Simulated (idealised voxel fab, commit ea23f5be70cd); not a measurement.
Proc. module: voxel transistor to metal
The figure presents cross-section cut, which has a width of 150 nm and is divided into square cells with an edge length of 5 nm.
Reading order for cross-sections: top band down to bottom band. Underlying form: a grid of square cells. Band size: one or more rows of cells.
Top height, bottom height, nm. Materials left to right, width each, nm. Single material + "all across" = fills band edge to edge. "air" = empty.
Height 0 is the level under which the wafer as received is all one material. The lowest band goes on downwards, as in "z 0 and below".
It should be noted that a width expressed as "30 to 40" varies in equal increments from row to row of cells within the band, taking the value of the first number at the top row and that of the second number at the bottom row.
For the purposes of this document, the phrase "no change occurred" attached to a step denotes that no cell within the cross-section was modified by that step.
The list in "Sealed internal cavities" covers empty spaces of 8 cells or more that cannot reach the top through any open way, and it gives each as width x height at distance; the distance is from the left edge, and width, height and distance are in nm.
Formally, on a step line, whatever follows the settings is a remark that the simulator itself makes on the step.
overlay nm: where the mask lay relative to plan, measured to the right, on steps with a mask; negatives go left.

The steps planned for the process are as follows
1: RECEIVE: material Si
2: OXIDIZE: depth nm 5
3: CONFORMAL_DEP: material SiN, thk nm 15
4: DIRECTIONAL_DEP: material aC, thk nm 10
5: PATTERN: tone cover, mask id ACTIVE, material resist, width nm 105, thk nm 25, overlay nm 0
6: DIRECTIONAL_ETCH: etch materials aC, depth nm 10
7: STRIP: etch materials resist
8: DIRECTIONAL_ETCH: etch materials SiN, depth nm 15
9: DIRECTIONAL_ETCH: etch materials SiO2, depth nm 5
10: DIRECTIONAL_ETCH: etch materials Si, depth nm 30
11: STRIP: etch materials aC
12: FILL_DEP: material SiO2, thk nm 10
13: CMP: height nm 15
14: SELECTIVE_ETCH: etch materials SiO2, depth nm 15
15: STRIP: etch materials SiN
16: SELECTIVE_ETCH: etch materials SiO2, depth nm 5
17: OXIDIZE: depth nm 5
18: DIRECTIONAL_DEP: material polySi, thk nm 30
19: DIRECTIONAL_DEP: material SiCN, thk nm 15
20: DIRECTIONAL_DEP: material aC, thk nm 10
21: PATTERN: tone cover, mask id GATE, material resist, width nm 25, thk nm 25, overlay nm 0
22: DIRECTIONAL_ETCH: etch materials aC, depth nm 10
23: STRIP: etch materials resist
24: DIRECTIONAL_ETCH: etch materials SiCN, depth nm 25
25: DIRECTIONAL_ETCH: etch materials polySi, depth nm 40
26: STRIP: etch materials aC
27: CONFORMAL_DEP: material SiN, thk nm 10
28: DIRECTIONAL_ETCH: etch materials SiN, depth nm 10
29: DIRECTIONAL_ETCH: etch materials SiO2, depth nm 5
30: DIRECTIONAL_ETCH: etch materials Si, depth nm 10
31: EPI: material pSi, thk nm 10
32: FILL_DEP: material SiO2, thk nm 5
33: CMP: height nm 25
34: STRIP: etch materials polySi
35: SELECTIVE_ETCH: etch materials SiO2, depth nm 5
36: CONFORMAL_DEP: material HfO2, thk nm 5
37: CONFORMAL_DEP: material TiN, thk nm 5
38: FILL_DEP: material W, thk nm 5
39: CMP: height nm 20
40: DIRECTIONAL_DEP: material SiO2, thk nm 15
41: MASKED_ETCH: tone open, mask id CONTACT, width nm 20, pitch nm 75, etch materials SiO2, depth nm 45, overlay nm 0
42: CONFORMAL_DEP: material TiN, thk nm 5
43: FILL_DEP: material W, thk nm 5
44: CMP: height nm 35
45: DIRECTIONAL_DEP: material TiN, thk nm 5
46: DIRECTIONAL_DEP: material W, thk nm 20
47: MASKED_ETCH: tone cover, mask id METAL_1, width nm 20, pitch nm 75, etch materials W, depth nm 20, overlay nm 0
48: MASKED_ETCH: tone cover, mask id METAL_1, width nm 20, pitch nm 75, etch materials TiN, depth nm 5, overlay nm 0
49: CONFORMAL_DEP: material SiCN, thk nm 5
50: FILL_DEP: material SiO2, thk nm 5
51: CMP: height nm 60
52: CONFORMAL_DEP: material SiCN, thk nm 5

First wafer of two (run as planned)

Received-state cross-section, reflecting completion of step 1
  z 0 and below | Si all across
  Sealed internal cavities: none

How the wafer stands in section after step 2
  z 0 to -5 | SiO2 all across
  Nothing below the height -5 has changed.

How the wafer stands in section after step 3
  z 15 to 0 | SiN all across
  Nothing below the height 0 has changed.

How the wafer stands in section after step 4
  z 25 to 15 | aC all across
  Nothing below the height 15 has changed.

How the wafer stands in section after step 5
  z 50 to 25 | air=20; resist=105; air=25
  Nothing below the height 25 has changed.

How the wafer stands in section after step 6
  z 40 to 25 | air=20; resist=105; air=25
  z 25 to 15 | air=20; aC=105; air=25
  Nothing below the height 15 has changed.

How the wafer stands in section after step 7
  z 25 to 15 | air=20; aC=105; air=25
  Nothing below the height 15 has changed.

How the wafer stands in section after step 8
  z 25 to 15 | air=20; aC=105; air=25
  z 15 to 0 | air=20; SiN=105; air=25
  Nothing below the height 0 has changed.

How the wafer stands in section after step 9
  z 25 to 15 | air=20; aC=105; air=25
  z 15 to 0 | air=20; SiN=105; air=25
  z 0 to -5 | air=20; SiO2=105; air=25
  Nothing below the height -5 has changed.

How the wafer stands in section after step 10
  z 25 to 15 | air=20; aC=105; air=25
  z 15 to 0 | air=20; SiN=105; air=25
  z 0 to -5 | air=20; SiO2=105; air=25
  z -5 to -35 | air=20; Si=105; air=25
  Nothing below the height -35 has changed.

How the wafer stands in section after step 11
  z 15 to 0 | air=20; SiN=105; air=25
  Nothing below the height 0 has changed.

How the wafer stands in section after step 12
  z 25 to 15 | SiO2 all across
  z 15 to 0 | SiO2=20; SiN=105; SiO2=25
  z 0 to -5 | SiO2 all across
  z -5 to -35 | SiO2=20; Si=105; SiO2=25
  Nothing below the height -35 has changed.

How the wafer stands in section after step 13
  z 15 to 0 | SiO2=20; SiN=105; SiO2=25
  Nothing below the height 0 has changed.

How the wafer stands in section after step 14
  z 15 to 0 | air=20; SiN=105; air=25
  Nothing below the height 0 has changed.

How the wafer stands in section after step 15
  z 0 to -5 | SiO2 all across
  Nothing below the height -5 has changed.

How the wafer stands in section after step 16
  z -5 to -35 | SiO2=20; Si=105; SiO2=25
  Nothing below the height -35 has changed.

How the wafer stands in section after step 17
  z -5 to -10 | SiO2 all across
  Nothing below the height -10 has changed.

How the wafer stands in section after step 18
  z 25 to -5 | polySi all across
  Nothing below the height -5 has changed.

How the wafer stands in section after step 19
  z 40 to 25 | SiCN all across
  Nothing below the height 25 has changed.

How the wafer stands in section after step 20
  z 50 to 40 | aC all across
  Nothing below the height 40 has changed.

How the wafer stands in section after step 21
  z 75 to 50 | air=60; resist=25; air=65
  Nothing below the height 50 has changed.

How the wafer stands in section after step 22
  z 65 to 50 | air=60; resist=25; air=65
  z 50 to 40 | air=60; aC=25; air=65
  Nothing below the height 40 has changed.

How the wafer stands in section after step 23
  z 50 to 40 | air=60; aC=25; air=65
  Nothing below the height 40 has changed.

How the wafer stands in section after step 24
  z 50 to 40 | air=60; aC=25; air=65
  z 40 to 25 | air=60; SiCN=25; air=65
  Nothing below the height 25 has changed.

How the wafer stands in section after step 25
  z 50 to 40 | air=60; aC=25; air=65
  z 40 to 25 | air=60; SiCN=25; air=65
  z 25 to -5 | air=60; polySi=25; air=65
  Nothing below the height -5 has changed.

How the wafer stands in section after step 26
  z 40 to 25 | air=60; SiCN=25; air=65
  Nothing below the height 25 has changed.

How the wafer stands in section after step 27
  z 50 to 40 | air=50; SiN=45; air=55
  z 40 to 25 | air=50; SiN=10; SiCN=25; SiN=10; air=55
  z 25 to 5 | air=50; SiN=10; polySi=25; SiN=10; air=55
  z 5 to -5 | SiN=60; polySi=25; SiN=65
  Nothing below the height -5 has changed.

How the wafer stands in section after step 28
  z 40 to 25 | air=50; SiN=10; SiCN=25; SiN=10; air=55
  z 25 to -5 | air=50; SiN=10; polySi=25; SiN=10; air=55
  Nothing below the height -5 has changed.

How the wafer stands in section after step 29
  z 40 to 25 | air=50; SiN=10; SiCN=25; SiN=10; air=55
  z 25 to -5 | air=50; SiN=10; polySi=25; SiN=10; air=55
  z -5 to -10 | air=50; SiO2=45; air=55
  Nothing below the height -10 has changed.

How the wafer stands in section after step 30
  z 40 to 25 | air=50; SiN=10; SiCN=25; SiN=10; air=55
  z 25 to -5 | air=50; SiN=10; polySi=25; SiN=10; air=55
  z -5 to -10 | air=50; SiO2=45; air=55
  z -10 to -20 | SiO2=20; air=30; Si=45; air=30; SiO2=25
  Nothing below the height -20 has changed.

How the wafer stands in section after step 31
  z 40 to 25 | air=50; SiN=10; SiCN=25; SiN=10; air=55
  z 25 to 0 | air=50; SiN=10; polySi=25; SiN=10; air=55
  z 0 to -5 | air=40; pSi=10; SiN=10; polySi=25; SiN=10; pSi=10; air=45
  z -5 to -10 | air=40; pSi=10; SiO2=45; pSi=10; air=45
  z -10 to -20 | SiO2=20; pSi=30; Si=45; pSi=30; SiO2=25
  Nothing below the height -20 has changed.

How the wafer stands in section after step 32
  z 45 to 40 | SiO2 all across
  z 40 to 25 | SiO2=50; SiN=10; SiCN=25; SiN=10; SiO2=55
  z 25 to 0 | SiO2=50; SiN=10; polySi=25; SiN=10; SiO2=55
  z 0 to -5 | SiO2=40; pSi=10; SiN=10; polySi=25; SiN=10; pSi=10; SiO2=45
  z -5 to -10 | SiO2=40; pSi=10; SiO2=45; pSi=10; SiO2=45
  Nothing below the height -10 has changed.

How the wafer stands in section after step 33
  z 25 to 0 | SiO2=50; SiN=10; polySi=25; SiN=10; SiO2=55
  Nothing below the height 0 has changed.

How the wafer stands in section after step 34
  z 25 to 0 | SiO2=50; SiN=10; air=25; SiN=10; SiO2=55
  z 0 to -5 | SiO2=40; pSi=10; SiN=10; air=25; SiN=10; pSi=10; SiO2=45
  Nothing below the height -5 has changed.

How the wafer stands in section after step 35
  z 25 to 20 | air=50; SiN=10; air=25; SiN=10; air=55
  z 20 to 0 | SiO2=50; SiN=10; air=25; SiN=10; SiO2=55
  z 0 to -5 | SiO2=40; pSi=10; SiN=10; air=25; SiN=10; pSi=10; SiO2=45
  z -5 to -10 | SiO2=40; pSi=10; SiO2=5; air=35; SiO2=5; pSi=10; SiO2=45
  Nothing below the height -10 has changed.

How the wafer stands in section after step 36
  z 30 to 25 | air=45; HfO2=20; air=15; HfO2=20; air=50
  z 25 to 20 | HfO2=50; SiN=10; HfO2=5; air=15; HfO2=5; SiN=10; HfO2=55
  z 20 to 0 | SiO2=50; SiN=10; HfO2=5; air=15; HfO2=5; SiN=10; SiO2=55
  z 0 to -5 | SiO2=40; pSi=10; SiN=10; HfO2=5; air=15; HfO2=5; SiN=10; pSi=10; SiO2=45
  z -5 to -10 | SiO2=40; pSi=10; SiO2=5; HfO2=35; SiO2=5; pSi=10; SiO2=45
  Nothing below the height -10 has changed.

How the wafer stands in section after step 37
  z 35 to 30 | air=40; TiN=30; air=5; TiN=30; air=45
  z 30 to 25 | TiN=45; HfO2=20; TiN=5; air=5; TiN=5; HfO2=20; TiN=50
  z 25 to 20 | HfO2=50; SiN=10; HfO2=5; TiN=5; air=5; TiN=5; HfO2=5; SiN=10; HfO2=55
  z 20 to 0 | SiO2=50; SiN=10; HfO2=5; TiN=5; air=5; TiN=5; HfO2=5; SiN=10; SiO2=55
  z 0 to -5 | SiO2=40; pSi=10; SiN=10; HfO2=5; TiN=15; HfO2=5; SiN=10; pSi=10; SiO2=45
  Nothing below the height -5 has changed.

How the wafer stands in section after step 38
  z 40 to 35 | W all across
  z 35 to 30 | W=40; TiN=30; W=5; TiN=30; W=45
  z 30 to 25 | TiN=45; HfO2=20; TiN=5; W=5; TiN=5; HfO2=20; TiN=50
  z 25 to 20 | HfO2=50; SiN=10; HfO2=5; TiN=5; W=5; TiN=5; HfO2=5; SiN=10; HfO2=55
  z 20 to 0 | SiO2=50; SiN=10; HfO2=5; TiN=5; W=5; TiN=5; HfO2=5; SiN=10; SiO2=55
  Nothing below the height 0 has changed.

How the wafer stands in section after step 39
  z 20 to 0 | SiO2=50; SiN=10; HfO2=5; TiN=5; W=5; TiN=5; HfO2=5; SiN=10; SiO2=55
  Nothing below the height 0 has changed.

How the wafer stands in section after step 40
  z 35 to 20 | SiO2 all across
  Nothing below the height 20 has changed.

How the wafer stands in section after step 41
  z 35 to 20 | SiO2=25; air=20; SiO2=55; air=20; SiO2=30
  z 20 to 0 | SiO2=25; air=20; SiO2=5; SiN=10; HfO2=5; TiN=5; W=5; TiN=5; HfO2=5; SiN=10; SiO2=5; air=20; SiO2=30
  z 0 to -5 | SiO2=25; air=15; pSi=10; SiN=10; HfO2=5; TiN=15; HfO2=5; SiN=10; pSi=10; air=15; SiO2=30
  z -5 to -10 | SiO2=25; air=15; pSi=10; SiO2=5; HfO2=35; SiO2=5; pSi=10; air=15; SiO2=30
  Nothing below the height -10 has changed.

How the wafer stands in section after step 42
  z 40 to 35 | TiN=30; air=10; TiN=65; air=10; TiN=35
  z 35 to 20 | SiO2=25; TiN=5; air=10; TiN=5; SiO2=55; TiN=5; air=10; TiN=5; SiO2=30
  z 20 to 5 | SiO2=25; TiN=5; air=10; TiN=5; SiO2=5; SiN=10; HfO2=5; TiN=5; W=5; TiN=5; HfO2=5; SiN=10; SiO2=5; TiN=5; air=10; TiN=5; SiO2=30
  z 5 to 0 | SiO2=25; TiN=5; air=5; TiN=10; SiO2=5; SiN=10; HfO2=5; TiN=5; W=5; TiN=5; HfO2=5; SiN=10; SiO2=5; TiN=10; air=5; TiN=5; SiO2=30
  z 0 to -5 | SiO2=25; TiN=5; air=5; TiN=5; pSi=10; SiN=10; HfO2=5; TiN=15; HfO2=5; SiN=10; pSi=10; TiN=5; air=5; TiN=5; SiO2=30
  z -5 to -10 | SiO2=25; TiN=15; pSi=10; SiO2=5; HfO2=35; SiO2=5; pSi=10; TiN=15; SiO2=30
  Nothing below the height -10 has changed.

How the wafer stands in section after step 43
  z 45 to 40 | W all across
  z 40 to 35 | TiN=30; W=10; TiN=65; W=10; TiN=35
  z 35 to 20 | SiO2=25; TiN=5; W=10; TiN=5; SiO2=55; TiN=5; W=10; TiN=5; SiO2=30
  z 20 to 5 | SiO2=25; TiN=5; W=10; TiN=5; SiO2=5; SiN=10; HfO2=5; TiN=5; W=5; TiN=5; HfO2=5; SiN=10; SiO2=5; TiN=5; W=10; TiN=5; SiO2=30
  z 5 to 0 | SiO2=25; TiN=5; W=5; TiN=10; SiO2=5; SiN=10; HfO2=5; TiN=5; W=5; TiN=5; HfO2=5; SiN=10; SiO2=5; TiN=10; W=5; TiN=5; SiO2=30
  z 0 to -5 | SiO2=25; TiN=5; W=5; TiN=5; pSi=10; SiN=10; HfO2=5; TiN=15; HfO2=5; SiN=10; pSi=10; TiN=5; W=5; TiN=5; SiO2=30
  Nothing below the height -5 has changed.

How the wafer stands in section after step 44
  z 35 to 20 | SiO2=25; TiN=5; W=10; TiN=5; SiO2=55; TiN=5; W=10; TiN=5; SiO2=30
  Nothing below the height 20 has changed.

How the wafer stands in section after step 45
  z 40 to 35 | TiN all across
  Nothing below the height 35 has changed.

How the wafer stands in section after step 46
  z 60 to 40 | W all across
  Nothing below the height 40 has changed.

How the wafer stands in section after step 47
  z 60 to 40 | air=25; W=20; air=55; W=20; air=30
  Nothing below the height 40 has changed.

How the wafer stands in section after step 48
  z 60 to 40 | air=25; W=20; air=55; W=20; air=30
  z 40 to 35 | air=25; TiN=20; air=55; TiN=20; air=30
  Nothing below the height 35 has changed.

How the wafer stands in section after step 49
  z 65 to 60 | air=20; SiCN=30; air=45; SiCN=30; air=25
  z 60 to 40 | air=20; SiCN=5; W=20; SiCN=5; air=45; SiCN=5; W=20; SiCN=5; air=25
  z 40 to 35 | SiCN=25; TiN=20; SiCN=55; TiN=20; SiCN=30
  Nothing below the height 35 has changed.

How the wafer stands in section after step 50
  z 70 to 65 | SiO2 all across
  z 65 to 60 | SiO2=20; SiCN=30; SiO2=45; SiCN=30; SiO2=25
  z 60 to 40 | SiO2=20; SiCN=5; W=20; SiCN=5; SiO2=45; SiCN=5; W=20; SiCN=5; SiO2=25
  Nothing below the height 40 has changed.

How the wafer stands in section after step 51
  z 60 to 40 | SiO2=20; SiCN=5; W=20; SiCN=5; SiO2=45; SiCN=5; W=20; SiCN=5; SiO2=25
  Nothing below the height 40 has changed.

How the wafer stands in section after step 52
  z 65 to 60 | SiCN all across
  Nothing below the height 60 has changed.

The remaining wafer, second of the two, started like the first and was run to the same plan, except that one mistake was made along the way; the two coincide through step 38, inclusive

X-section, second wafer, when step 39 was due to finish: no change occurred

X-section, second wafer, when step 40 was due to finish
  z 55 to 40 | SiO2 all across
  Nothing below the height 40 has changed.

X-section, second wafer, when step 41 was due to finish
  z 55 to 40 | SiO2=25; air=20; SiO2=55; air=20; SiO2=30
  Nothing below the height 40 has changed.

X-section, second wafer, when step 42 was due to finish
  z 60 to 55 | TiN=30; air=10; TiN=65; air=10; TiN=35
  z 55 to 45 | SiO2=25; TiN=5; air=10; TiN=5; SiO2=55; TiN=5; air=10; TiN=5; SiO2=30
  z 45 to 40 | SiO2=25; TiN=20; SiO2=55; TiN=20; SiO2=30
  Nothing below the height 40 has changed.

X-section, second wafer, when step 43 was due to finish
  z 65 to 60 | W all across
  z 60 to 55 | TiN=30; W=10; TiN=65; W=10; TiN=35
  z 55 to 45 | SiO2=25; TiN=5; W=10; TiN=5; SiO2=55; TiN=5; W=10; TiN=5; SiO2=30
  Nothing below the height 45 has changed.

X-section, second wafer, when step 44 was due to finish
  z 35 to 30 | W=40; TiN=30; W=5; TiN=30; W=45
  Nothing below the height 30 has changed.

X-section, second wafer, when step 45 was due to finish
  z 40 to 35 | TiN all across
  Nothing below the height 35 has changed.

X-section, second wafer, when step 46 was due to finish
  z 60 to 40 | W all across
  Nothing below the height 40 has changed.

X-section, second wafer, when step 47 was due to finish
  z 60 to 40 | air=25; W=20; air=55; W=20; air=30
  Nothing below the height 40 has changed.

X-section, second wafer, when step 48 was due to finish
  z 60 to 40 | air=25; W=20; air=55; W=20; air=30
  z 40 to 35 | air=25; TiN=20; air=55; TiN=20; air=30
  Nothing below the height 35 has changed.

X-section, second wafer, when step 49 was due to finish
  z 65 to 60 | air=20; SiCN=30; air=45; SiCN=30; air=25
  z 60 to 40 | air=20; SiCN=5; W=20; SiCN=5; air=45; SiCN=5; W=20; SiCN=5; air=25
  z 40 to 35 | SiCN=25; TiN=20; SiCN=55; TiN=20; SiCN=30
  Nothing below the height 35 has changed.

X-section, second wafer, when step 50 was due to finish
  z 70 to 65 | SiO2 all across
  z 65 to 60 | SiO2=20; SiCN=30; SiO2=45; SiCN=30; SiO2=25
  z 60 to 40 | SiO2=20; SiCN=5; W=20; SiCN=5; SiO2=45; SiCN=5; W=20; SiCN=5; SiO2=25
  Nothing below the height 40 has changed.

X-section, second wafer, when step 51 was due to finish
  z 60 to 40 | SiO2=20; SiCN=5; W=20; SiCN=5; SiO2=45; SiCN=5; W=20; SiCN=5; SiO2=25
  Nothing below the height 40 has changed.

X-section, second wafer, when step 52 was due to finish
  z 65 to 60 | SiCN all across
  Nothing below the height 60 has changed.
Deviation from plan: plan step 39 never ran because it was skipped
Upon completion, the second wafer contains, in terms of cells, a greater or smaller amount of certain materials than the first wafer: +31 HfO2; +4 SiN; -22 SiO2; -5 TiN; -8 W
